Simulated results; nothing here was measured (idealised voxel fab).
process module | voxel transistor to metal
cross-section cut | 185 nm wide | cells 5 nm
A cross-section is a grid of square cells, given in bands from the top down. A band is one or more rows of cells.
Each band's line starts with the height of the band's top and of its bottom, in nm. Then come its materials from left to right, each with its width in nm. One material with "throughout" fills the band from edge to edge. "air" is empty space.
Height 0 is the level under which the wafer as received is all one material. The lowest band goes on downwards, as in "0 down".
A width such as "30 to 40" changes by the same amount from each row of cells to the next, from the band's top row to its bottom row.
"no change" after a step means that no cell of the cross-section changed.
closed voids: empty space of 8 cells or more with no open way to the top, each as width x height at its distance from the left edge, in nm
after a step's settings: what the simulator itself notes on the step
overlay nm, on a step with a mask: how far to the right of its planned place the mask lay; to the left if negative
plan
1 op RECEIVE | material Si
2 op CONFORMAL_DEP | material SiO2 | thk nm 5
3 op CONFORMAL_DEP | material SiN | thk nm 10
4 op MASKED_ETCH | tone cover | mask id ACTIVE | width nm 120 | etch materials SiN | depth nm 10 | overlay nm 0
5 op MASKED_ETCH | tone cover | mask id ACTIVE | width nm 120 | etch materials SiO2 | depth nm 5 | overlay nm 0
6 op MASKED_ETCH | tone cover | mask id ACTIVE | width nm 120 | etch materials Si | depth nm 20 | overlay nm 0
7 op OXIDIZE | depth nm 5
8 op FILL_DEP | material SiO2 | thk nm 5
9 op CMP | height nm 15
10 op SELECTIVE_ETCH | etch materials SiO2 | depth nm 10
11 op STRIP | etch materials SiN
12 op SELECTIVE_ETCH | etch materials SiO2 | depth nm 5
13 op OXIDIZE | depth nm 5
14 op DIRECTIONAL_DEP | material polySi | thk nm 25
15 op DIRECTIONAL_DEP | material SiCN | thk nm 10
16 op MASKED_ETCH | tone cover | mask id GATE | width nm 30 | etch materials SiCN | depth nm 20 | overlay nm 0
17 op MASKED_ETCH | tone cover | mask id GATE | width nm 30 | etch materials polySi | depth nm 35 | overlay nm 0
18 op CONFORMAL_DEP | material SiO2 | thk nm 5
19 op DIRECTIONAL_ETCH | etch materials SiO2 | depth nm 5
20 op CONFORMAL_DEP | material SiN | thk nm 5
21 op DIRECTIONAL_ETCH | etch materials SiN | depth nm 5
22 op DIRECTIONAL_ETCH | etch materials SiO2 | depth nm 5
23 op DIRECTIONAL_ETCH | etch materials Si | depth nm 15
24 op EPI | material SiGe | thk nm 20
25 op FILL_DEP | material SiO2 | thk nm 10
26 op CMP | height nm 25
27 op STRIP | etch materials polySi
28 op SELECTIVE_ETCH | etch materials SiO2 | depth nm 5
29 op CONFORMAL_DEP | material HfO2 | thk nm 5
30 op CONFORMAL_DEP | material TiN | thk nm 5
31 op FILL_DEP | material W | thk nm 10
32 op CMP | height nm 20
33 op DIRECTIONAL_DEP | material SiO2 | thk nm 10
34 op DIRECTIONAL_DEP | material aC | thk nm 10
35 op PATTERN | tone open | mask id CONTACT | material resist | width nm 20 | pitch nm 90 | thk nm 25 | overlay nm 0
36 op DIRECTIONAL_ETCH | etch materials aC | depth nm 10
37 op STRIP | etch materials resist
38 op DIRECTIONAL_ETCH | etch materials SiO2 | depth nm 30
39 op STRIP | etch materials aC
40 op CONFORMAL_DEP | material TiN | thk nm 5
41 op FILL_DEP | material Ru | thk nm 5
42 op CMP | height nm 30
43 op CONFORMAL_DEP | material SiCN | thk nm 5
44 op DIRECTIONAL_DEP | material lowk | thk nm 25
45 op DIRECTIONAL_DEP | material aC | thk nm 15
46 op PATTERN | tone open | mask id METAL_1 | material resist | width nm 20 | pitch nm 90 | thk nm 35 | overlay nm 0
47 op DIRECTIONAL_ETCH | etch materials aC | depth nm 15
48 op STRIP | etch materials resist
49 op DIRECTIONAL_ETCH | etch materials lowk | depth nm 25
50 op DIRECTIONAL_ETCH | etch materials SiCN | depth nm 5
51 op STRIP | etch materials aC
52 op CONFORMAL_DEP | material TiN | thk nm 5
53 op FILL_DEP | material Ru | thk nm 5
54 op CMP | height nm 60
55 op CONFORMAL_DEP | material SiCN | thk nm 5
first wafer, as planned
as received, after step 1
  0 down: Si throughout
  closed voids: none
after step 2
  5 to 0: SiO2 throughout
  below 0: unchanged
after step 3
  15 to 5: SiN throughout
  below 5: unchanged
after step 4
  15 to 5: air 30 | SiN 120 | air 35
  below 5: unchanged
after step 5
  15 to 5: air 30 | SiN 120 | air 35
  5 to 0: air 30 | SiO2 120 | air 35
  below 0: unchanged
after step 6
  15 to 5: air 30 | SiN 120 | air 35
  5 to 0: air 30 | SiO2 120 | air 35
  0 to -20: air 30 | Si 120 | air 35
  below -20: unchanged
after step 7
  15 to 5: air 30 | SiN 120 | air 35
  5 to 0: air 30 | SiO2 120 | air 35
  0 to -20: air 30 | SiO2 5 | Si 110 | SiO2 5 | air 35
  -20 to -25: SiO2 35 | Si 110 | SiO2 40
  below -25: unchanged
after step 8
  20 to 15: SiO2 throughout
  15 to 5: SiO2 30 | SiN 120 | SiO2 35
  5 to 0: SiO2 throughout
  0 to -25: SiO2 35 | Si 110 | SiO2 40
  below -25: unchanged
after step 9
  15 to 5: SiO2 30 | SiN 120 | SiO2 35
  below 5: unchanged
after step 10
  15 to 5: air 30 | SiN 120 | air 35
  below 5: unchanged
after step 11
  5 to 0: SiO2 throughout
  below 0: unchanged
after step 12
  0 to -25: SiO2 35 | Si 110 | SiO2 40
  below -25: unchanged
after step 13
  0 to -5: SiO2 throughout
  below -5: unchanged
after step 14
  25 to 0: polySi throughout
  below 0: unchanged
after step 15
  35 to 25: SiCN throughout
  below 25: unchanged
after step 16
  35 to 25: air 75 | SiCN 30 | air 80
  below 25: unchanged
after step 17
  35 to 25: air 75 | SiCN 30 | air 80
  25 to 0: air 75 | polySi 30 | air 80
  below 0: unchanged
after step 18
  40 to 35: air 70 | SiO2 40 | air 75
  35 to 25: air 70 | SiO2 5 | SiCN 30 | SiO2 5 | air 75
  25 to 5: air 70 | SiO2 5 | polySi 30 | SiO2 5 | air 75
  5 to 0: SiO2 75 | polySi 30 | SiO2 80
  below 0: unchanged
after step 19
  35 to 25: air 70 | SiO2 5 | SiCN 30 | SiO2 5 | air 75
  25 to 0: air 70 | SiO2 5 | polySi 30 | SiO2 5 | air 75
  below 0: unchanged
after step 20
  40 to 35: air 65 | SiN 50 | air 70
  35 to 25: air 65 | SiN 5 | SiO2 5 | SiCN 30 | SiO2 5 | SiN 5 | air 70
  25 to 5: air 65 | SiN 5 | SiO2 5 | polySi 30 | SiO2 5 | SiN 5 | air 70
  5 to 0: SiN 70 | SiO2 5 | polySi 30 | SiO2 5 | SiN 75
  below 0: unchanged
after step 21
  35 to 25: air 65 | SiN 5 | SiO2 5 | SiCN 30 | SiO2 5 | SiN 5 | air 70
  25 to 0: air 65 | SiN 5 | SiO2 5 | polySi 30 | SiO2 5 | SiN 5 | air 70
  below 0: unchanged
after step 22
  35 to 30: air 65 | SiN 5 | air 5 | SiCN 30 | air 5 | SiN 5 | air 70
  30 to 25: air 65 | SiN 5 | SiO2 5 | SiCN 30 | SiO2 5 | SiN 5 | air 70
  25 to 0: air 65 | SiN 5 | SiO2 5 | polySi 30 | SiO2 5 | SiN 5 | air 70
  0 to -5: air 65 | SiO2 50 | air 70
  below -5: unchanged
after step 23
  35 to 30: air 65 | SiN 5 | air 5 | SiCN 30 | air 5 | SiN 5 | air 70
  30 to 25: air 65 | SiN 5 | SiO2 5 | SiCN 30 | SiO2 5 | SiN 5 | air 70
  25 to 0: air 65 | SiN 5 | SiO2 5 | polySi 30 | SiO2 5 | SiN 5 | air 70
  0 to -5: air 65 | SiO2 50 | air 70
  -5 to -20: SiO2 35 | air 30 | Si 50 | air 30 | SiO2 40
  below -20: unchanged
after step 24
  35 to 30: air 65 | SiN 5 | air 5 | SiCN 30 | air 5 | SiN 5 | air 70
  30 to 25: air 65 | SiN 5 | SiO2 5 | SiCN 30 | SiO2 5 | SiN 5 | air 70
  25 to 15: air 65 | SiN 5 | SiO2 5 | polySi 30 | SiO2 5 | SiN 5 | air 70
  15 to 0: air 45 | SiGe 20 | SiN 5 | SiO2 5 | polySi 30 | SiO2 5 | SiN 5 | SiGe 20 | air 50
  0 to -5: air 30 | SiGe 35 | SiO2 50 | SiGe 35 | air 35
  -5 to -20: SiO2 35 | SiGe 30 | Si 50 | SiGe 30 | SiO2 40
  below -20: unchanged
after step 25
  45 to 35: SiO2 throughout
  35 to 25: SiO2 65 | SiN 5 | SiO2 5 | SiCN 30 | SiO2 5 | SiN 5 | SiO2 70
  25 to 15: SiO2 65 | SiN 5 | SiO2 5 | polySi 30 | SiO2 5 | SiN 5 | SiO2 70
  15 to 0: SiO2 45 | SiGe 20 | SiN 5 | SiO2 5 | polySi 30 | SiO2 5 | SiN 5 | SiGe 20 | SiO2 50
  0 to -5: SiO2 30 | SiGe 35 | SiO2 50 | SiGe 35 | SiO2 35
  below -5: unchanged
after step 26
  25 to 15: SiO2 65 | SiN 5 | SiO2 5 | polySi 30 | SiO2 5 | SiN 5 | SiO2 70
  below 15: unchanged
after step 27
  25 to 15: SiO2 65 | SiN 5 | SiO2 5 | air 30 | SiO2 5 | SiN 5 | SiO2 70
  15 to 0: SiO2 45 | SiGe 20 | SiN 5 | SiO2 5 | air 30 | SiO2 5 | SiN 5 | SiGe 20 | SiO2 50
  below 0: unchanged
after step 28
  25 to 20: air 65 | SiN 5 | air 40 | SiN 5 | air 70
  20 to 15: SiO2 65 | SiN 5 | air 40 | SiN 5 | SiO2 70
  15 to 0: SiO2 45 | SiGe 20 | SiN 5 | air 40 | SiN 5 | SiGe 20 | SiO2 50
  0 to -5: SiO2 30 | SiGe 35 | SiO2 5 | air 40 | SiO2 5 | SiGe 35 | SiO2 35
  below -5: unchanged
after step 29
  30 to 25: air 60 | HfO2 15 | air 30 | HfO2 15 | air 65
  25 to 20: HfO2 65 | SiN 5 | HfO2 5 | air 30 | HfO2 5 | SiN 5 | HfO2 70
  20 to 15: SiO2 65 | SiN 5 | HfO2 5 | air 30 | HfO2 5 | SiN 5 | SiO2 70
  15 to 0: SiO2 45 | SiGe 20 | SiN 5 | HfO2 5 | air 30 | HfO2 5 | SiN 5 | SiGe 20 | SiO2 50
  0 to -5: SiO2 30 | SiGe 35 | SiO2 5 | HfO2 40 | SiO2 5 | SiGe 35 | SiO2 35
  below -5: unchanged
after step 30
  35 to 30: air 55 | TiN 25 | air 20 | TiN 25 | air 60
  30 to 25: TiN 60 | HfO2 15 | TiN 5 | air 20 | TiN 5 | HfO2 15 | TiN 65
  25 to 20: HfO2 65 | SiN 5 | HfO2 5 | TiN 5 | air 20 | TiN 5 | HfO2 5 | SiN 5 | HfO2 70
  20 to 15: SiO2 65 | SiN 5 | HfO2 5 | TiN 5 | air 20 | TiN 5 | HfO2 5 | SiN 5 | SiO2 70
  15 to 5: SiO2 45 | SiGe 20 | SiN 5 | HfO2 5 | TiN 5 | air 20 | TiN 5 | HfO2 5 | SiN 5 | SiGe 20 | SiO2 50
  5 to 0: SiO2 45 | SiGe 20 | SiN 5 | HfO2 5 | TiN 30 | HfO2 5 | SiN 5 | SiGe 20 | SiO2 50
  below 0: unchanged
after step 31
  45 to 35: W throughout
  35 to 30: W 55 | TiN 25 | W 20 | TiN 25 | W 60
  30 to 25: TiN 60 | HfO2 15 | TiN 5 | W 20 | TiN 5 | HfO2 15 | TiN 65
  25 to 20: HfO2 65 | SiN 5 | HfO2 5 | TiN 5 | W 20 | TiN 5 | HfO2 5 | SiN 5 | HfO2 70
  20 to 15: SiO2 65 | SiN 5 | HfO2 5 | TiN 5 | W 20 | TiN 5 | HfO2 5 | SiN 5 | SiO2 70
  15 to 5: SiO2 45 | SiGe 20 | SiN 5 | HfO2 5 | TiN 5 | W 20 | TiN 5 | HfO2 5 | SiN 5 | SiGe 20 | SiO2 50
  below 5: unchanged
after step 32
  20 to 15: SiO2 65 | SiN 5 | HfO2 5 | TiN 5 | W 20 | TiN 5 | HfO2 5 | SiN 5 | SiO2 70
  below 15: unchanged
after step 33
  30 to 20: SiO2 throughout
  below 20: unchanged
after step 34
  40 to 30: aC throughout
  below 30: unchanged
after step 35
  65 to 40: resist 35 | air 20 | resist 70 | air 20 | resist 40
  below 40: unchanged
after step 36
  55 to 40: resist 35 | air 20 | resist 70 | air 20 | resist 40
  40 to 30: aC 35 | air 20 | aC 70 | air 20 | aC 40
  below 30: unchanged
after step 37
  40 to 30: aC 35 | air 20 | aC 70 | air 20 | aC 40
  below 30: unchanged
after step 38
  40 to 30: aC 35 | air 20 | aC 70 | air 20 | aC 40
  30 to 20: SiO2 35 | air 20 | SiO2 70 | air 20 | SiO2 40
  20 to 15: SiO2 35 | air 20 | SiO2 10 | SiN 5 | HfO2 5 | TiN 5 | W 20 | TiN 5 | HfO2 5 | SiN 5 | SiO2 10 | air 20 | SiO2 40
  15 to 5: SiO2 35 | air 10 | SiGe 20 | SiN 5 | HfO2 5 | TiN 5 | W 20 | TiN 5 | HfO2 5 | SiN 5 | SiGe 20 | air 10 | SiO2 40
  5 to 0: SiO2 35 | air 10 | SiGe 20 | SiN 5 | HfO2 5 | TiN 30 | HfO2 5 | SiN 5 | SiGe 20 | air 10 | SiO2 40
  below 0: unchanged
after step 39
  30 to 20: SiO2 35 | air 20 | SiO2 70 | air 20 | SiO2 40
  below 20: unchanged
after step 40
  35 to 30: TiN 40 | air 10 | TiN 80 | air 10 | TiN 45
  30 to 20: SiO2 35 | TiN 5 | air 10 | TiN 5 | SiO2 70 | TiN 5 | air 10 | TiN 5 | SiO2 40
  20 to 15: SiO2 35 | TiN 20 | SiO2 10 | SiN 5 | HfO2 5 | TiN 5 | W 20 | TiN 5 | HfO2 5 | SiN 5 | SiO2 10 | TiN 20 | SiO2 40
  15 to 5: SiO2 35 | TiN 10 | SiGe 20 | SiN 5 | HfO2 5 | TiN 5 | W 20 | TiN 5 | HfO2 5 | SiN 5 | SiGe 20 | TiN 10 | SiO2 40
  5 to 0: SiO2 35 | TiN 10 | SiGe 20 | SiN 5 | HfO2 5 | TiN 30 | HfO2 5 | SiN 5 | SiGe 20 | TiN 10 | SiO2 40
  below 0: unchanged
after step 41
  40 to 35: Ru throughout
  35 to 30: TiN 40 | Ru 10 | TiN 80 | Ru 10 | TiN 45
  30 to 20: SiO2 35 | TiN 5 | Ru 10 | TiN 5 | SiO2 70 | TiN 5 | Ru 10 | TiN 5 | SiO2 40
  below 20: unchanged
after step 42
  30 to 20: SiO2 35 | TiN 5 | Ru 10 | TiN 5 | SiO2 70 | TiN 5 | Ru 10 | TiN 5 | SiO2 40
  below 20: unchanged
after step 43
  35 to 30: SiCN throughout
  below 30: unchanged
after step 44
  60 to 35: lowk throughout
  below 35: unchanged
after step 45
  75 to 60: aC throughout
  below 60: unchanged
after step 46
  110 to 75: resist 35 | air 20 | resist 70 | air 20 | resist 40
  below 75: unchanged
after step 47
  95 to 75: resist 35 | air 20 | resist 70 | air 20 | resist 40
  75 to 60: aC 35 | air 20 | aC 70 | air 20 | aC 40
  below 60: unchanged
after step 48
  75 to 60: aC 35 | air 20 | aC 70 | air 20 | aC 40
  below 60: unchanged
after step 49
  75 to 60: aC 35 | air 20 | aC 70 | air 20 | aC 40
  60 to 35: lowk 35 | air 20 | lowk 70 | air 20 | lowk 40
  below 35: unchanged
after step 50
  75 to 60: aC 35 | air 20 | aC 70 | air 20 | aC 40
  60 to 35: lowk 35 | air 20 | lowk 70 | air 20 | lowk 40
  35 to 30: SiCN 35 | air 20 | SiCN 70 | air 20 | SiCN 40
  below 30: unchanged
after step 51
  60 to 35: lowk 35 | air 20 | lowk 70 | air 20 | lowk 40
  below 35: unchanged
after step 52
  65 to 60: TiN 40 | air 10 | TiN 80 | air 10 | TiN 45
  60 to 35: lowk 35 | TiN 5 | air 10 | TiN 5 | lowk 70 | TiN 5 | air 10 | TiN 5 | lowk 40
  35 to 30: SiCN 35 | TiN 20 | SiCN 70 | TiN 20 | SiCN 40
  below 30: unchanged
after step 53
  70 to 65: Ru throughout
  65 to 60: TiN 40 | Ru 10 | TiN 80 | Ru 10 | TiN 45
  60 to 35: lowk 35 | TiN 5 | Ru 10 | TiN 5 | lowk 70 | TiN 5 | Ru 10 | TiN 5 | lowk 40
  below 35: unchanged
after step 54
  60 to 35: lowk 35 | TiN 5 | Ru 10 | TiN 5 | lowk 70 | TiN 5 | Ru 10 | TiN 5 | lowk 40
  below 35: unchanged
after step 55
  65 to 60: SiCN throughout
  below 60: unchanged
second wafer: like start, like plan, one mistake. Through step 22 it matches the first wafer
when step 23 should have ended
  35 to 30: air 65 | SiN 5 | air 5 | SiCN 30 | air 5 | SiN 5 | air 70
  30 to 25: air 65 | SiN 5 | SiO2 5 | SiCN 30 | SiO2 5 | SiN 5 | air 70
  25 to 0: air 65 | SiN 5 | SiO2 5 | polySi 30 | SiO2 5 | SiN 5 | air 70
  0 to -5: air 65 | SiO2 50 | air 70
  -5 to -25: SiO2 35 | air 30 | Si 50 | air 30 | SiO2 40
  -25 to -35: Si 35 | air 30 | Si 50 | air 30 | Si 40
  below -35: unchanged
when step 24 should have ended
  35 to 30: air 65 | SiN 5 | air 5 | SiCN 30 | air 5 | SiN 5 | air 70
  30 to 25: air 65 | SiN 5 | SiO2 5 | SiCN 30 | SiO2 5 | SiN 5 | air 70
  25 to 15: air 65 | SiN 5 | SiO2 5 | polySi 30 | SiO2 5 | SiN 5 | air 70
  15 to 0: air 45 | SiGe 20 | SiN 5 | SiO2 5 | polySi 30 | SiO2 5 | SiN 5 | SiGe 20 | air 50
  0 to -5: air 45 | SiGe 20 | SiO2 50 | SiGe 20 | air 50
  -5 to -25: SiO2 35 | SiGe 30 | Si 50 | SiGe 30 | SiO2 40
  -25 to -35: Si 35 | SiGe 30 | Si 50 | SiGe 30 | Si 40
  below -35: unchanged
when step 25 should have ended
  45 to 35: SiO2 throughout
  35 to 25: SiO2 65 | SiN 5 | SiO2 5 | SiCN 30 | SiO2 5 | SiN 5 | SiO2 70
  25 to 15: SiO2 65 | SiN 5 | SiO2 5 | polySi 30 | SiO2 5 | SiN 5 | SiO2 70
  15 to 0: SiO2 45 | SiGe 20 | SiN 5 | SiO2 5 | polySi 30 | SiO2 5 | SiN 5 | SiGe 20 | SiO2 50
  0 to -5: SiO2 45 | SiGe 20 | SiO2 50 | SiGe 20 | SiO2 50
  below -5: unchanged
when step 26 should have ended
  25 to 15: SiO2 65 | SiN 5 | SiO2 5 | polySi 30 | SiO2 5 | SiN 5 | SiO2 70
  below 15: unchanged
when step 27 should have ended
  25 to 15: SiO2 65 | SiN 5 | SiO2 5 | air 30 | SiO2 5 | SiN 5 | SiO2 70
  15 to 0: SiO2 45 | SiGe 20 | SiN 5 | SiO2 5 | air 30 | SiO2 5 | SiN 5 | SiGe 20 | SiO2 50
  below 0: unchanged
when step 28 should have ended
  25 to 20: air 65 | SiN 5 | air 40 | SiN 5 | air 70
  20 to 15: SiO2 65 | SiN 5 | air 40 | SiN 5 | SiO2 70
  15 to 0: SiO2 45 | SiGe 20 | SiN 5 | air 40 | SiN 5 | SiGe 20 | SiO2 50
  0 to -5: SiO2 45 | SiGe 20 | SiO2 5 | air 40 | SiO2 5 | SiGe 20 | SiO2 50
  below -5: unchanged
when step 29 should have ended
  30 to 25: air 60 | HfO2 15 | air 30 | HfO2 15 | air 65
  25 to 20: HfO2 65 | SiN 5 | HfO2 5 | air 30 | HfO2 5 | SiN 5 | HfO2 70
  20 to 15: SiO2 65 | SiN 5 | HfO2 5 | air 30 | HfO2 5 | SiN 5 | SiO2 70
  15 to 0: SiO2 45 | SiGe 20 | SiN 5 | HfO2 5 | air 30 | HfO2 5 | SiN 5 | SiGe 20 | SiO2 50
  0 to -5: SiO2 45 | SiGe 20 | SiO2 5 | HfO2 40 | SiO2 5 | SiGe 20 | SiO2 50
  below -5: unchanged
when step 30 should have ended
  35 to 30: air 55 | TiN 25 | air 20 | TiN 25 | air 60
  30 to 25: TiN 60 | HfO2 15 | TiN 5 | air 20 | TiN 5 | HfO2 15 | TiN 65
  25 to 20: HfO2 65 | SiN 5 | HfO2 5 | TiN 5 | air 20 | TiN 5 | HfO2 5 | SiN 5 | HfO2 70
  20 to 15: SiO2 65 | SiN 5 | HfO2 5 | TiN 5 | air 20 | TiN 5 | HfO2 5 | SiN 5 | SiO2 70
  15 to 5: SiO2 45 | SiGe 20 | SiN 5 | HfO2 5 | TiN 5 | air 20 | TiN 5 | HfO2 5 | SiN 5 | SiGe 20 | SiO2 50
  5 to 0: SiO2 45 | SiGe 20 | SiN 5 | HfO2 5 | TiN 30 | HfO2 5 | SiN 5 | SiGe 20 | SiO2 50
  below 0: unchanged
when step 31 should have ended
  45 to 35: W throughout
  35 to 30: W 55 | TiN 25 | W 20 | TiN 25 | W 60
  30 to 25: TiN 60 | HfO2 15 | TiN 5 | W 20 | TiN 5 | HfO2 15 | TiN 65
  25 to 20: HfO2 65 | SiN 5 | HfO2 5 | TiN 5 | W 20 | TiN 5 | HfO2 5 | SiN 5 | HfO2 70
  20 to 15: SiO2 65 | SiN 5 | HfO2 5 | TiN 5 | W 20 | TiN 5 | HfO2 5 | SiN 5 | SiO2 70
  15 to 5: SiO2 45 | SiGe 20 | SiN 5 | HfO2 5 | TiN 5 | W 20 | TiN 5 | HfO2 5 | SiN 5 | SiGe 20 | SiO2 50
  below 5: unchanged
when step 32 should have ended
  20 to 15: SiO2 65 | SiN 5 | HfO2 5 | TiN 5 | W 20 | TiN 5 | HfO2 5 | SiN 5 | SiO2 70
  below 15: unchanged
when step 33 should have ended
  30 to 20: SiO2 throughout
  below 20: unchanged
when step 34 should have ended
  40 to 30: aC throughout
  below 30: unchanged
when step 35 should have ended
  65 to 40: resist 35 | air 20 | resist 70 | air 20 | resist 40
  below 40: unchanged
when step 36 should have ended
  55 to 40: resist 35 | air 20 | resist 70 | air 20 | resist 40
  40 to 30: aC 35 | air 20 | aC 70 | air 20 | aC 40
  below 30: unchanged
when step 37 should have ended
  40 to 30: aC 35 | air 20 | aC 70 | air 20 | aC 40
  below 30: unchanged
when step 38 should have ended
  40 to 30: aC 35 | air 20 | aC 70 | air 20 | aC 40
  30 to 20: SiO2 35 | air 20 | SiO2 70 | air 20 | SiO2 40
  20 to 15: SiO2 35 | air 20 | SiO2 10 | SiN 5 | HfO2 5 | TiN 5 | W 20 | TiN 5 | HfO2 5 | SiN 5 | SiO2 10 | air 20 | SiO2 40
  15 to 5: SiO2 35 | air 10 | SiGe 20 | SiN 5 | HfO2 5 | TiN 5 | W 20 | TiN 5 | HfO2 5 | SiN 5 | SiGe 20 | air 10 | SiO2 40
  5 to 0: SiO2 35 | air 10 | SiGe 20 | SiN 5 | HfO2 5 | TiN 30 | HfO2 5 | SiN 5 | SiGe 20 | air 10 | SiO2 40
  below 0: unchanged
when step 39 should have ended
  30 to 20: SiO2 35 | air 20 | SiO2 70 | air 20 | SiO2 40
  below 20: unchanged
when step 40 should have ended
  35 to 30: TiN 40 | air 10 | TiN 80 | air 10 | TiN 45
  30 to 20: SiO2 35 | TiN 5 | air 10 | TiN 5 | SiO2 70 | TiN 5 | air 10 | TiN 5 | SiO2 40
  20 to 15: SiO2 35 | TiN 20 | SiO2 10 | SiN 5 | HfO2 5 | TiN 5 | W 20 | TiN 5 | HfO2 5 | SiN 5 | SiO2 10 | TiN 20 | SiO2 40
  15 to 5: SiO2 35 | TiN 10 | SiGe 20 | SiN 5 | HfO2 5 | TiN 5 | W 20 | TiN 5 | HfO2 5 | SiN 5 | SiGe 20 | TiN 10 | SiO2 40
  5 to 0: SiO2 35 | TiN 10 | SiGe 20 | SiN 5 | HfO2 5 | TiN 30 | HfO2 5 | SiN 5 | SiGe 20 | TiN 10 | SiO2 40
  below 0: unchanged
when step 41 should have ended
  40 to 35: Ru throughout
  35 to 30: TiN 40 | Ru 10 | TiN 80 | Ru 10 | TiN 45
  30 to 20: SiO2 35 | TiN 5 | Ru 10 | TiN 5 | SiO2 70 | TiN 5 | Ru 10 | TiN 5 | SiO2 40
  below 20: unchanged
when step 42 should have ended
  30 to 20: SiO2 35 | TiN 5 | Ru 10 | TiN 5 | SiO2 70 | TiN 5 | Ru 10 | TiN 5 | SiO2 40
  below 20: unchanged
when step 43 should have ended
  35 to 30: SiCN throughout
  below 30: unchanged
when step 44 should have ended
  60 to 35: lowk throughout
  below 35: unchanged
when step 45 should have ended
  75 to 60: aC throughout
  below 60: unchanged
when step 46 should have ended
  110 to 75: resist 35 | air 20 | resist 70 | air 20 | resist 40
  below 75: unchanged
when step 47 should have ended
  95 to 75: resist 35 | air 20 | resist 70 | air 20 | resist 40
  75 to 60: aC 35 | air 20 | aC 70 | air 20 | aC 40
  below 60: unchanged
when step 48 should have ended
  75 to 60: aC 35 | air 20 | aC 70 | air 20 | aC 40
  below 60: unchanged
when step 49 should have ended
  75 to 60: aC 35 | air 20 | aC 70 | air 20 | aC 40
  60 to 35: lowk 35 | air 20 | lowk 70 | air 20 | lowk 40
  below 35: unchanged
when step 50 should have ended
  75 to 60: aC 35 | air 20 | aC 70 | air 20 | aC 40
  60 to 35: lowk 35 | air 20 | lowk 70 | air 20 | lowk 40
  35 to 30: SiCN 35 | air 20 | SiCN 70 | air 20 | SiCN 40
  below 30: unchanged
when step 51 should have ended
  60 to 35: lowk 35 | air 20 | lowk 70 | air 20 | lowk 40
  below 35: unchanged
when step 52 should have ended
  65 to 60: TiN 40 | air 10 | TiN 80 | air 10 | TiN 45
  60 to 35: lowk 35 | TiN 5 | air 10 | TiN 5 | lowk 70 | TiN 5 | air 10 | TiN 5 | lowk 40
  35 to 30: SiCN 35 | TiN 20 | SiCN 70 | TiN 20 | SiCN 40
  below 30: unchanged
when step 53 should have ended
  70 to 65: Ru throughout
  65 to 60: TiN 40 | Ru 10 | TiN 80 | Ru 10 | TiN 45
  60 to 35: lowk 35 | TiN 5 | Ru 10 | TiN 5 | lowk 70 | TiN 5 | Ru 10 | TiN 5 | lowk 40
  below 35: unchanged
when step 54 should have ended
  60 to 35: lowk 35 | TiN 5 | Ru 10 | TiN 5 | lowk 70 | TiN 5 | Ru 10 | TiN 5 | lowk 40
  below 35: unchanged
when step 55 should have ended
  65 to 60: SiCN throughout
  below 60: unchanged
what went wrong: step 23 was run twice
at the end the second wafer has, in cells: 36 fewer of Si | 30 more of SiGe | 6 more of SiO2
